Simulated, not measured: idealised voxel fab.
The following process module bears the name voxel ribs on slabs.
We display cut, a cross-section 285 nm in width whose square cells are each 5 nm.
Think of the cross-section as a grid of square cells. We describe it in bands, top to bottom, and each band covers one or more rows of those cells.
The band entry comprises the height of the band's top followed by the height of its bottom, expressed in nm, and subsequently the band's materials from left to right, each stated together with its width in nm. Where a single material is marked with the word "throughout", that material fills the band from edge to edge. The word "empty" represents empty space.
Note: height 0 marks the level under which the wafer is uniformly one material as received. Lowest band unbounded below, written "from 0 down".
You'd read "30->40" like this: the band's top row of cells is as wide as the first number, its bottom row is as wide as the second, and going down, every row changes width by the same amount as the row before did.
When a step is marked "left unchanged", none of the cells in the cross-section changed during that step.
"Closed empty spaces" lists enclosed empty spaces (at least 8 cells, no open path upward to the top), each as width x height at distance from the left edge, in nm.
Step line, after settings: the simulator's comment on this step.
Among the settings permitted on a step's line is "overlay nm"; applied to a step with a mask, it specifies the extent to which the mask lay to the right of its planned position, whereas a negative figure signifies a position to the left.

## The steps planned for the process are as follows
1,RECEIVE, material Si
2,DIRECTIONAL_DEP, material SiO2, thk nm 25
3,DIRECTIONAL_DEP, material polySi, thk nm 25
4,PATTERN, tone cover, mask id RIB, material resist, width nm 30, thk nm 20, overlay nm 0
5,DIRECTIONAL_ETCH, etch materials polySi, depth nm 5
6,STRIP, etch materials resist
7,PATTERN, tone cover, mask id SLAB, material resist, width nm 90, thk nm 15, overlay nm 0
8,DIRECTIONAL_ETCH, etch materials polySi, depth nm 20
9,STRIP, etch materials resist
10,FILL_DEP, material SiO2, thk nm 20
11,CMP, height nm 65
12,DIRECTIONAL_DEP, material W, thk nm 10
13,MASKED_ETCH, tone cover, mask id HEATER, width nm 40, etch materials W, depth nm 10, overlay nm 0
14,CONFORMAL_DEP, material SiO2, thk nm 10

## Delivered wafer in cross-section: state after step 1
* from 0 down: Si throughout
* Closed empty spaces: none

## Cross-section: first of two wafers, module finished, run according to plan
* from 85 to 75: 110 nm empty / 60 nm SiO2 / 115 nm empty
* from 75 to 65: 120 nm SiO2 / 40 nm W / 125 nm SiO2
* from 65 to 50: SiO2 throughout
* from 50 to 45: 125 nm SiO2 / 30 nm polySi / 130 nm SiO2
* from 45 to 25: 95 nm SiO2 / 90 nm polySi / 100 nm SiO2
* from 25 to 0: SiO2 throughout
* from 0 down: Si throughout
* Closed empty spaces: none

## Cross-section at end of module for the second wafer of two, which matched the first in starting point and plan and differed by one mistake in its processing
* from 75 to 65: 120 nm empty / 40 nm W / 125 nm empty
* from 65 to 50: SiO2 throughout
* from 50 to 45: 125 nm SiO2 / 30 nm polySi / 130 nm SiO2
* from 45 to 25: 95 nm SiO2 / 90 nm polySi / 100 nm SiO2
* from 25 to 0: SiO2 throughout
* from 0 down: Si throughout
* Closed empty spaces: none
Deviation from plan: plan step 14 skipped
End check, counted in cells, second wafer has more or fewer of these materials than the first: 122 fewer of SiO2
